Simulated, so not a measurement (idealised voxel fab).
process module | voxel trench capacitor
cross-section cut | 160 nm wide | cells 5 nm
A cross-section is a grid of square cells, given in bands from the top down. A band is one or more rows of cells.
Each band's line starts with the height of the band's top and of its bottom, in nm. Then come its materials from left to right, each with its width in nm. One material with "throughout" fills the band from edge to edge. "air" is empty space.
Height 0 is the level under which the wafer as received is all one material. The lowest band goes on downwards, as in "0 down".
A width such as "30 to 40" changes by the same amount from each row of cells to the next, from the band's top row to its bottom row.
"no change" after a step means that no cell of the cross-section changed.
closed voids: empty space of 8 cells or more with no open way to the top, each as width x height at its distance from the left edge, in nm
after a step's settings: what the simulator itself notes on the step
overlay nm, on a step with a mask: how far to the right of its planned place the mask lay; to the left if negative
plan
1 op RECEIVE | material Si
2 op CONFORMAL_DEP | material SiN | thk nm 5
3 op DIRECTIONAL_DEP | material aC | thk nm 15
4 op PATTERN | tone open | mask id TRENCH | material resist | width nm 20 | pitch nm 40 | thk nm 35 | overlay nm 0
5 op DIRECTIONAL_ETCH | etch materials aC | depth nm 15
6 op STRIP | etch materials resist
7 op DIRECTIONAL_ETCH | etch materials SiN | depth nm 5
8 op DIRECTIONAL_ETCH | etch materials Si | depth nm 30
9 op STRIP | etch materials aC
10 op CONFORMAL_DEP | material SiO2 | thk nm 5
11 op FILL_DEP | material polySi | thk nm 10
12 op CMP | height nm 5
as received, after step 1
  0 down: Si throughout
  closed voids: none
a wafer at the end: this start, this plan, one mistake
  5 to 0: SiN 35 | SiO2 5 | polySi 5 | SiO2 5 | SiN 25 | SiO2 5 | polySi 5 | SiO2 5 | SiN 25 | SiO2 5 | polySi 5 | SiO2 5 | SiN 30
  0 to -25: Si 35 | SiO2 5 | polySi 5 | SiO2 5 | Si 25 | SiO2 5 | polySi 5 | SiO2 5 | Si 25 | SiO2 5 | polySi 5 | SiO2 5 | Si 30
  -25 to -30: Si 35 | SiO2 15 | Si 25 | SiO2 15 | Si 25 | SiO2 15 | Si 30
  -30 down: Si throughout
  closed voids: none
what went wrong: step 4 ran as: op PATTERN | tone open | mask id TRENCH | material resist | width nm 15 | pitch nm 40 | thk nm 35 | overlay nm 0
